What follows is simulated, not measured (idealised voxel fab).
voxel self aligned vias: a process module
Cross-sectional view cut (width: 290 nm; square cell size: 5 nm).
Think of the cross-section as a grid of square cells. We describe it in bands, top to bottom, and each band covers one or more rows of those cells.
Band entry format. Leading values: height of top, height of bottom, nm. Remainder: materials in left-to-right order, each with its width in nm. Special words: "all across" on a single material, which then fills the band edge to edge; "blank", empty space.
It should be noted that heights are counted from 0, beneath which the wafer as supplied is of one material throughout, and that the lowest band possesses no lower boundary but continues downward, as written in "top 0, no bottom".
You'd read "30..40" like this: the band's top row of cells is as wide as the first number, its bottom row is as wide as the second, and going down, every row changes width by the same amount as the row before did.
Step note "stayed the same" = no cross-section cell changed.
The label "Closed cavities" introduces a list of the empty spaces, 8 cells or larger, that have no open way up to the top; each entry in it reads width x height at distance, where the distance is taken from the left edge and all three are stated in nm.
Post-settings text on a step line: simulator's own remark regarding the step.
Steps that use a mask can have "overlay nm" on their line. It says how far the mask sat to the right of where it was meant to be. Negative means to the left.
Here's what the planned process steps look like:
1) RECEIVE | material Si
2) CONFORMAL_DEP | material SiO2 | thk nm 10
3) CONFORMAL_DEP | material SiCN | thk nm 5
4) DIRECTIONAL_DEP | material SiO2 | thk nm 20
5) MASKED_ETCH | tone open | mask id LINES | width nm 25 | pitch nm 50 | etch materials SiO2 | depth nm 20 | overlay nm 0
6) CONFORMAL_DEP | material TiN | thk nm 5
7) FILL_DEP | material Ru | thk nm 5
8) CMP | height nm 35
9) SELECTIVE_ETCH | etch materials W Ru TiN | depth nm 5
10) FILL_DEP | material SiN | thk nm 10
11) CMP | height nm 35
12) DIRECTIONAL_DEP | material SiO2 | thk nm 15
13) DIRECTIONAL_DEP | material aC | thk nm 10
14) PATTERN | tone open | mask id VIAS | material resist | width nm 35 | pitch nm 50 | thk nm 30 | overlay nm 0
15) DIRECTIONAL_ETCH | etch materials aC | depth nm 10
16) STRIP | etch materials resist
17) DIRECTIONAL_ETCH | etch materials SiO2 | depth nm 15
18) DIRECTIONAL_ETCH | etch materials SiN | depth nm 5
19) STRIP | etch materials aC
20) CONFORMAL_DEP | material TiN | thk nm 5
21) FILL_DEP | material Cu | thk nm 5
22) CMP | height nm 50
23) CONFORMAL_DEP | material SiN | thk nm 5
Cross-section of the wafer at receipt, which is the condition after step 1:
top 0, no bottom  Si all across
Closed cavities: none
Cross-section taken at module completion on the first of two wafers; processed per the plan:
top 55, bottom 50  SiN all across
top 50, bottom 40  100 SiO2 / 5 TiN / 25 Cu / 5 TiN / 15 SiO2 / 5 TiN / 25 Cu / 5 TiN / 105 SiO2
top 40, bottom 35  100 SiO2 / 10 TiN / 15 Cu / 10 TiN / 15 SiO2 / 10 TiN / 15 Cu / 10 TiN / 105 SiO2
top 35, bottom 30  105 SiO2 / 25 TiN / 25 SiO2 / 25 TiN / 110 SiO2
top 30, bottom 20  105 SiO2 / 5 TiN / 15 Ru / 5 TiN / 25 SiO2 / 5 TiN / 15 Ru / 5 TiN / 110 SiO2
top 20, bottom 15  105 SiO2 / 25 TiN / 25 SiO2 / 25 TiN / 110 SiO2
top 15, bottom 10  SiCN all across
top 10, bottom 0  SiO2 all across
top 0, no bottom  Si all across
Closed cavities: none
End of module, second wafer, cross-section. Started like the first, planned like the first, run with one mistake:
top 55, bottom 50  SiN all across
top 50, bottom 40  105 SiO2 / 5 TiN / 20 Cu / 5 TiN / 20 SiO2 / 5 TiN / 20 Cu / 5 TiN / 105 SiO2
top 40, bottom 35  105 SiO2 / 5 TiN / 15 Cu / 10 TiN / 20 SiO2 / 5 TiN / 15 Cu / 10 TiN / 105 SiO2
top 35, bottom 30  105 SiO2 / 25 TiN / 25 SiO2 / 25 TiN / 110 SiO2
top 30, bottom 20  105 SiO2 / 5 TiN / 15 Ru / 5 TiN / 25 SiO2 / 5 TiN / 15 Ru / 5 TiN / 110 SiO2
top 20, bottom 15  105 SiO2 / 25 TiN / 25 SiO2 / 25 TiN / 110 SiO2
top 15, bottom 10  SiCN all across
top 10, bottom 0  SiO2 all across
top 0, no bottom  Si all across
Closed cavities: none
So what did we get wrong on this run? step 14: run off-plan, actual operation and settings PATTERN | tone open | mask id VIAS | material resist | width nm 30 | pitch nm 50 | thk nm 30 | overlay nm 0
Count the cells at the end and the second wafer has more or fewer of some materials than the first: 4 fewer of Cu; 6 more of SiO2; 2 fewer of TiN
